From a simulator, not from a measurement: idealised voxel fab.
process module | voxel fin reveal
cross-section cut | 275 nm wide | cells 5 nm
A cross-section is a grid of square cells, given in bands from the top down. A band is one or more rows of cells.
Each band's line starts with the height of the band's top and of its bottom, in nm. Then come its materials from left to right, each with its width in nm. One material with "throughout" fills the band from edge to edge. "air" is empty space.
Height 0 is the level under which the wafer as received is all one material. The lowest band goes on downwards, as in "0 down".
A width such as "30 to 40" changes by the same amount from each row of cells to the next, from the band's top row to its bottom row.
"no change" after a step means that no cell of the cross-section changed.
closed voids: empty space of 8 cells or more with no open way to the top, each as width x height at its distance from the left edge, in nm
after a step's settings: what the simulator itself notes on the step
overlay nm, on a step with a mask: how far to the right of its planned place the mask lay; to the left if negative
plan
1 op RECEIVE | material Si
2 op CONFORMAL_DEP | material SiN | thk nm 10
3 op MASKED_ETCH | tone cover | mask id FINS | width nm 15 | pitch nm 40 | etch materials SiN | depth nm 10 | overlay nm 0
4 op MASKED_ETCH | tone cover | mask id FINS | width nm 15 | pitch nm 40 | etch materials Si | depth nm 30 | overlay nm 0
5 op FILL_DEP | material SiO2 | thk nm 15
6 op CMP | height nm 10
7 op SELECTIVE_ETCH | etch materials SiO2 | depth nm 20
8 op STRIP | etch materials SiN
varied across the wafers: width nm of step 4. The plan shows the first wafer's value. All wafers start alike
first wafer as received, after step 1
  0 down: Si throughout
  closed voids: none
each wafer at the end: cells of each material gained (+) or lost (-) since it was received, then its closed voids
width nm 15 | -258 Si | +172 SiO2 | closed voids: none
width nm 20 | -234 Si | +156 SiO2 | closed voids: none
width nm 25 | -210 Si | +140 SiO2 | closed voids: none
